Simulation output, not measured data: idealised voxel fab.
Process module, titled voxel fin reveal
The figure presents cross-section cut, which has a width of 165 nm and is divided into square cells with an edge length of 5 nm.
A cross-section is a grid of square cells, given in bands from the top down. A band is one or more rows of cells.
Each band's line starts with the height of the band's top and of its bottom, in nm. Then come its materials from left to right, each with its width in nm. One material with "throughout" fills the band from edge to edge. "empty" is empty space.
Height is counted from the level 0, under which the received wafer is composed throughout of one material. The lowest of the bands is not closed at the bottom but continues downward, in the notation "0 nm and below".
A width such as "30->40" changes by the same amount from each row of cells to the next, from the band's top row to its bottom row.
A step reported as "no alterations made" is a step in which no cell of the cross-section changed.
In "Closed internal voids" the enclosed voids are listed, meaning empty spaces of 8 cells or larger without any opening to the top. The form is width x height at distance, distance from the left edge, units nm.
Note: text after step settings on the step line = simulator remark on that step.
overlay nm, on a step with a mask: how far to the right of its planned place the mask lay; to the left if negative

So here's the lineup of process steps we planned:
- 1: RECEIVE [material Si]
- 2: CONFORMAL_DEP [material SiN] [thk nm 10]
- 3: PATTERN [tone cover] [mask id FINS] [material resist] [width nm 15] [pitch nm 35] [thk nm 20] [overlay nm 0]
- 4: DIRECTIONAL_ETCH [etch materials SiN] [depth nm 10]
- 5: DIRECTIONAL_ETCH [etch materials Si] [depth nm 30]
- 6: STRIP [etch materials resist]
- 7: FILL_DEP [material SiO2] [thk nm 10]
- 8: CMP [height nm 10]
- 9: SELECTIVE_ETCH [etch materials SiO2] [depth nm 25]
- 10: STRIP [etch materials SiN]

As-received wafer cross-section (after step 1):
  0 nm and below  Si throughout
  Closed internal voids: none

Sectioned view, first of two wafers, at the close of the module, processed as intended in the plan:
  0 nm to -15 nm  55 nm empty; 15 nm Si; 20 nm empty; 15 nm Si; 60 nm empty
  -15 nm to -30 nm  55 nm SiO2; 15 nm Si; 20 nm SiO2; 15 nm Si; 60 nm SiO2
  -30 nm and below  Si throughout
  Closed internal voids: none

End-of-module cross-section of the second wafer: identical starting point and process plan to the first, with one processing mistake:
  0 nm to -15 nm  55 nm empty; 15 nm Si; 20 nm empty; 15 nm Si; 60 nm empty
  -15 nm to -35 nm  55 nm SiO2; 15 nm Si; 20 nm SiO2; 15 nm Si; 60 nm SiO2
  -35 nm and below  Si throughout
  Closed internal voids: none
What went wrong in running the wafer? off-plan run, step 5, actual operation and settings DIRECTIONAL_ETCH [etch materials Si] [depth nm 35]
Final difference in cells, second wafer against first, listed per material as more or fewer: 27 fewer of Si; 27 more of SiO2
